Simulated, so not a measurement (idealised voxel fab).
process module | voxel capacitor over wiring
cross-section cut | 255 nm wide | cells 5 nm
A cross-section is a grid of square cells, given in bands from the top down. A band is one or more rows of cells.
Each band's line starts with the height of the band's top and of its bottom, in nm. Then come its materials from left to right, each with its width in nm. One material with "throughout" fills the band from edge to edge. "air" is empty space.
Height 0 is the level under which the wafer as received is all one material. The lowest band goes on downwards, as in "0 down".
A width such as "30 to 40" changes by the same amount from each row of cells to the next, from the band's top row to its bottom row.
"no change" after a step means that no cell of the cross-section changed.
closed voids: empty space of 8 cells or more with no open way to the top, each as width x height at its distance from the left edge, in nm
after a step's settings: what the simulator itself notes on the step
overlay nm, on a step with a mask: how far to the right of its planned place the mask lay; to the left if negative
plan
1 op RECEIVE | material Si
2 op CONFORMAL_DEP | material SiO2 | thk nm 10
3 op CONFORMAL_DEP | material SiCN | thk nm 5
4 op DIRECTIONAL_DEP | material SiO2 | thk nm 20
5 op PATTERN | tone open | mask id METAL_1 | material resist | width nm 30 | pitch nm 95 | thk nm 20 | overlay nm 0
6 op DIRECTIONAL_ETCH | etch materials SiO2 | depth nm 20
7 op DIRECTIONAL_ETCH | etch materials SiCN | depth nm 5
8 op STRIP | etch materials resist
9 op CONFORMAL_DEP | material TiN | thk nm 5
10 op FILL_DEP | material Ru | thk nm 5
11 op CMP | height nm 35
12 op CONFORMAL_DEP | material SiCN | thk nm 5
13 op DIRECTIONAL_DEP | material SiO2 | thk nm 15
14 op PATTERN | tone open | mask id PLUG_1 | material resist | width nm 15 | thk nm 20 | overlay nm 0
15 op DIRECTIONAL_ETCH | etch materials SiO2 | depth nm 15
16 op DIRECTIONAL_ETCH | etch materials SiCN | depth nm 5
17 op STRIP | etch materials resist
18 op EPI | material Ru | thk nm 10
19 op EPI | material Ru | thk nm 10
20 op DIRECTIONAL_DEP | material TiN | thk nm 10
21 op DIRECTIONAL_DEP | material HfO2 | thk nm 5
22 op DIRECTIONAL_DEP | material TiN | thk nm 10
23 op MASKED_ETCH | tone cover | mask id UPPER_PLATE | width nm 70 | etch materials TiN | depth nm 10 | overlay nm 0
24 op MASKED_ETCH | tone cover | mask id UPPER_PLATE | width nm 70 | etch materials HfO2 | depth nm 5 | overlay nm 0
25 op DIRECTIONAL_DEP | material aC | thk nm 15
26 op PATTERN | tone cover | mask id LOWER_PLATE | material resist | width nm 80 | thk nm 35 | overlay nm 0
27 op DIRECTIONAL_ETCH | etch materials aC | depth nm 15
28 op STRIP | etch materials resist
29 op DIRECTIONAL_ETCH | etch materials TiN | depth nm 10
30 op STRIP | etch materials aC
31 op FILL_DEP | material SiO2 | thk nm 15
32 op CMP | height nm 90
33 op DIRECTIONAL_DEP | material aC | thk nm 15
34 op PATTERN | tone open | mask id PLUG_2 | material resist | width nm 15 | thk nm 30 | overlay nm 0
35 op DIRECTIONAL_ETCH | etch materials aC | depth nm 15
36 op STRIP | etch materials resist
37 op DIRECTIONAL_ETCH | etch materials SiO2 | depth nm 10
38 op STRIP | etch materials aC
39 op CONFORMAL_DEP | material TiN | thk nm 5
40 op FILL_DEP | material W | thk nm 10
41 op CMP | height nm 90
42 op CONFORMAL_DEP | material SiN | thk nm 5
first wafer, as planned
as received, after step 1
  0 down: Si throughout
  closed voids: none
after step 2
  10 to 0: SiO2 throughout
  below 0: unchanged
after step 3
  15 to 10: SiCN throughout
  below 10: unchanged
after step 4
  35 to 15: SiO2 throughout
  below 15: unchanged
after step 5
  55 to 35: resist 65 | air 30 | resist 65 | air 30 | resist 65
  below 35: unchanged
after step 6
  55 to 35: resist 65 | air 30 | resist 65 | air 30 | resist 65
  35 to 15: SiO2 65 | air 30 | SiO2 65 | air 30 | SiO2 65
  below 15: unchanged
after step 7
  55 to 35: resist 65 | air 30 | resist 65 | air 30 | resist 65
  35 to 15: SiO2 65 | air 30 | SiO2 65 | air 30 | SiO2 65
  15 to 10: SiCN 65 | air 30 | SiCN 65 | air 30 | SiCN 65
  below 10: unchanged
after step 8
  35 to 15: SiO2 65 | air 30 | SiO2 65 | air 30 | SiO2 65
  below 15: unchanged
after step 9
  40 to 35: TiN 70 | air 20 | TiN 75 | air 20 | TiN 70
  35 to 15: SiO2 65 | TiN 5 | air 20 | TiN 5 | SiO2 65 | TiN 5 | air 20 | TiN 5 | SiO2 65
  15 to 10: SiCN 65 | TiN 30 | SiCN 65 | TiN 30 | SiCN 65
  below 10: unchanged
after step 10
  45 to 40: Ru throughout
  40 to 35: TiN 70 | Ru 20 | TiN 75 | Ru 20 | TiN 70
  35 to 15: SiO2 65 | TiN 5 | Ru 20 | TiN 5 | SiO2 65 | TiN 5 | Ru 20 | TiN 5 | SiO2 65
  below 15: unchanged
after step 11
  35 to 15: SiO2 65 | TiN 5 | Ru 20 | TiN 5 | SiO2 65 | TiN 5 | Ru 20 | TiN 5 | SiO2 65
  below 15: unchanged
after step 12
  40 to 35: SiCN throughout
  below 35: unchanged
after step 13
  55 to 40: SiO2 throughout
  below 40: unchanged
after step 14
  75 to 55: resist 80 | air 15 | resist 160
  below 55: unchanged
after step 15
  75 to 55: resist 80 | air 15 | resist 160
  55 to 40: SiO2 80 | air 15 | SiO2 160
  below 40: unchanged
after step 16
  75 to 55: resist 80 | air 15 | resist 160
  55 to 40: SiO2 80 | air 15 | SiO2 160
  40 to 35: SiCN 80 | air 15 | SiCN 160
  below 35: unchanged
after step 17
  55 to 40: SiO2 80 | air 15 | SiO2 160
  below 40: unchanged
after step 18
  55 to 45: SiO2 80 | air 15 | SiO2 160
  45 to 40: SiO2 80 | Ru 15 | SiO2 160
  40 to 35: SiCN 80 | Ru 15 | SiCN 160
  below 35: unchanged
after step 19
  55 to 40: SiO2 80 | Ru 15 | SiO2 160
  below 40: unchanged
after step 20
  65 to 55: TiN throughout
  below 55: unchanged
after step 21
  70 to 65: HfO2 throughout
  below 65: unchanged
after step 22
  80 to 70: TiN throughout
  below 70: unchanged
after step 23
  80 to 70: air 80 | TiN 70 | air 105
  below 70: unchanged
after step 24
  80 to 70: air 80 | TiN 70 | air 105
  70 to 65: air 80 | HfO2 70 | air 105
  below 65: unchanged
after step 25
  95 to 80: air 80 | aC 70 | air 105
  80 to 70: aC 80 | TiN 70 | aC 105
  70 to 65: aC 80 | HfO2 70 | aC 105
  below 65: unchanged
after step 26
  130 to 95: air 75 | resist 80 | air 100
  95 to 80: air 75 | resist 5 | aC 70 | resist 5 | air 100
  below 80: unchanged
after step 27
  115 to 95: air 75 | resist 80 | air 100
  95 to 80: air 75 | resist 5 | aC 70 | resist 5 | air 100
  80 to 70: air 75 | aC 5 | TiN 70 | aC 5 | air 100
  70 to 65: air 75 | aC 5 | HfO2 70 | aC 5 | air 100
  below 65: unchanged
after step 28
  95 to 80: air 80 | aC 70 | air 105
  below 80: unchanged
after step 29
  95 to 80: air 80 | aC 70 | air 105
  80 to 70: air 75 | aC 5 | TiN 70 | aC 5 | air 100
  70 to 65: air 75 | aC 5 | HfO2 70 | aC 5 | air 100
  65 to 55: air 75 | TiN 80 | air 100
  below 55: unchanged
after step 30
  80 to 70: air 80 | TiN 70 | air 105
  70 to 65: air 80 | HfO2 70 | air 105
  below 65: unchanged
after step 31
  95 to 80: SiO2 throughout
  80 to 70: SiO2 80 | TiN 70 | SiO2 105
  70 to 65: SiO2 80 | HfO2 70 | SiO2 105
  65 to 55: SiO2 75 | TiN 80 | SiO2 100
  below 55: unchanged
after step 32
  90 to 80: SiO2 throughout
  below 80: unchanged
after step 33
  105 to 90: aC throughout
  below 90: unchanged
after step 34
  135 to 105: resist 90 | air 15 | resist 150
  below 105: unchanged
after step 35
  120 to 105: resist 90 | air 15 | resist 150
  105 to 90: aC 90 | air 15 | aC 150
  below 90: unchanged
after step 36
  105 to 90: aC 90 | air 15 | aC 150
  below 90: unchanged
after step 37
  105 to 90: aC 90 | air 15 | aC 150
  90 to 80: SiO2 90 | air 15 | SiO2 150
  below 80: unchanged
after step 38
  90 to 80: SiO2 90 | air 15 | SiO2 150
  below 80: unchanged
after step 39
  95 to 90: TiN 95 | air 5 | TiN 155
  90 to 85: SiO2 90 | TiN 5 | air 5 | TiN 5 | SiO2 150
  85 to 80: SiO2 90 | TiN 15 | SiO2 150
  below 80: unchanged
after step 40
  105 to 95: W throughout
  95 to 90: TiN 95 | W 5 | TiN 155
  90 to 85: SiO2 90 | TiN 5 | W 5 | TiN 5 | SiO2 150
  below 85: unchanged
after step 41
  90 to 85: SiO2 90 | TiN 5 | W 5 | TiN 5 | SiO2 150
  below 85: unchanged
after step 42
  95 to 90: SiN throughout
  below 90: unchanged
second wafer: like start, like plan, one mistake. Through step 11 it matches the first wafer
when step 12 should have ended
  50 to 35: SiCN throughout
  below 35: unchanged
when step 13 should have ended
  65 to 50: SiO2 throughout
  below 50: unchanged
when step 14 should have ended
  85 to 65: resist 80 | air 15 | resist 160
  below 65: unchanged
when step 15 should have ended
  85 to 65: resist 80 | air 15 | resist 160
  65 to 50: SiO2 80 | air 15 | SiO2 160
  below 50: unchanged
when step 16 should have ended
  85 to 65: resist 80 | air 15 | resist 160
  65 to 50: SiO2 80 | air 15 | SiO2 160
  50 to 45: SiCN 80 | air 15 | SiCN 160
  below 45: unchanged
when step 17 should have ended
  65 to 50: SiO2 80 | air 15 | SiO2 160
  below 50: unchanged
when step 18 should have ended: no change
when step 19 should have ended: no change
when step 20 should have ended
  75 to 65: TiN 80 | air 15 | TiN 160
  65 to 55: SiO2 80 | air 15 | SiO2 160
  55 to 50: SiO2 80 | TiN 15 | SiO2 160
  50 to 45: SiCN 80 | TiN 15 | SiCN 160
  below 45: unchanged
when step 21 should have ended
  80 to 75: HfO2 80 | air 15 | HfO2 160
  75 to 65: TiN 80 | air 15 | TiN 160
  65 to 60: SiO2 80 | air 15 | SiO2 160
  60 to 55: SiO2 80 | HfO2 15 | SiO2 160
  below 55: unchanged
when step 22 should have ended
  90 to 80: TiN 80 | air 15 | TiN 160
  80 to 75: HfO2 80 | air 15 | HfO2 160
  75 to 70: TiN 80 | air 15 | TiN 160
  70 to 65: TiN throughout
  65 to 60: SiO2 80 | TiN 15 | SiO2 160
  below 60: unchanged
when step 23 should have ended
  90 to 80: air 95 | TiN 55 | air 105
  below 80: unchanged
when step 24 should have ended
  90 to 80: air 95 | TiN 55 | air 105
  80 to 75: air 95 | HfO2 55 | air 105
  below 75: unchanged
when step 25 should have ended
  105 to 90: air 95 | aC 55 | air 105
  90 to 85: aC 80 | air 15 | TiN 55 | aC 105
  85 to 80: aC 95 | TiN 55 | aC 105
  80 to 75: aC 95 | HfO2 55 | aC 105
  75 to 70: TiN 80 | aC 15 | TiN 160
  below 70: unchanged
when step 26 should have ended
  140 to 105: air 75 | resist 80 | air 100
  105 to 90: air 75 | resist 20 | aC 55 | resist 5 | air 100
  90 to 85: aC 80 | resist 15 | TiN 55 | aC 105
  below 85: unchanged
when step 27 should have ended
  125 to 105: air 75 | resist 80 | air 100
  105 to 90: air 75 | resist 20 | aC 55 | resist 5 | air 100
  90 to 85: air 75 | aC 5 | resist 15 | TiN 55 | aC 5 | air 100
  85 to 80: air 75 | aC 20 | TiN 55 | aC 5 | air 100
  80 to 75: air 75 | aC 20 | HfO2 55 | aC 5 | air 100
  below 75: unchanged
when step 28 should have ended
  105 to 90: air 95 | aC 55 | air 105
  90 to 85: air 75 | aC 5 | air 15 | TiN 55 | aC 5 | air 100
  below 85: unchanged
when step 29 should have ended
  105 to 90: air 95 | aC 55 | air 105
  90 to 85: air 75 | aC 5 | air 15 | TiN 55 | aC 5 | air 100
  85 to 80: air 75 | aC 20 | TiN 55 | aC 5 | air 100
  80 to 75: air 75 | aC 20 | HfO2 55 | aC 5 | air 100
  75 to 70: air 75 | TiN 5 | aC 15 | TiN 60 | air 100
  70 to 65: air 75 | TiN 80 | air 100
  below 65: unchanged
when step 30 should have ended
  90 to 80: air 95 | TiN 55 | air 105
  80 to 75: air 95 | HfO2 55 | air 105
  75 to 70: air 75 | TiN 5 | air 15 | TiN 60 | air 100
  below 70: unchanged
when step 31 should have ended
  105 to 90: SiO2 throughout
  90 to 80: SiO2 95 | TiN 55 | SiO2 105
  80 to 75: SiO2 95 | HfO2 55 | SiO2 105
  75 to 70: SiO2 75 | TiN 5 | SiO2 15 | TiN 60 | SiO2 100
  70 to 60: SiO2 75 to 80 | TiN 80 to 15 | SiO2 100 to 160
  below 60: unchanged
when step 32 should have ended
  90 to 80: SiO2 95 | TiN 55 | SiO2 105
  below 80: unchanged
when step 33 should have ended
  105 to 90: aC throughout
  below 90: unchanged
when step 34 should have ended
  135 to 105: resist 90 | air 15 | resist 150
  below 105: unchanged
when step 35 should have ended
  120 to 105: resist 90 | air 15 | resist 150
  105 to 90: aC 90 | air 15 | aC 150
  below 90: unchanged
when step 36 should have ended
  105 to 90: aC 90 | air 15 | aC 150
  below 90: unchanged
when step 37 should have ended
  105 to 90: aC 90 | air 15 | aC 150
  90 to 80: SiO2 90 | air 5 | TiN 55 | SiO2 105
  below 80: unchanged
when step 38 should have ended
  90 to 80: SiO2 90 | air 5 | TiN 55 | SiO2 105
  below 80: unchanged
when step 39 should have ended
  95 to 90: TiN throughout
  90 to 80: SiO2 90 | TiN 60 | SiO2 105
  below 80: unchanged
when step 40 should have ended
  105 to 95: W throughout
  below 95: unchanged
when step 41 should have ended
  90 to 80: SiO2 90 | TiN 60 | SiO2 105
  below 80: unchanged
when step 42 should have ended
  95 to 90: SiN throughout
  below 90: unchanged
what went wrong: step 12 ran as: op CONFORMAL_DEP | material SiCN | thk nm 15
at the end the second wafer has, in cells: 12 fewer of Ru | 102 more of SiCN | 86 fewer of SiO2 | 3 fewer of TiN | 1 fewer of W
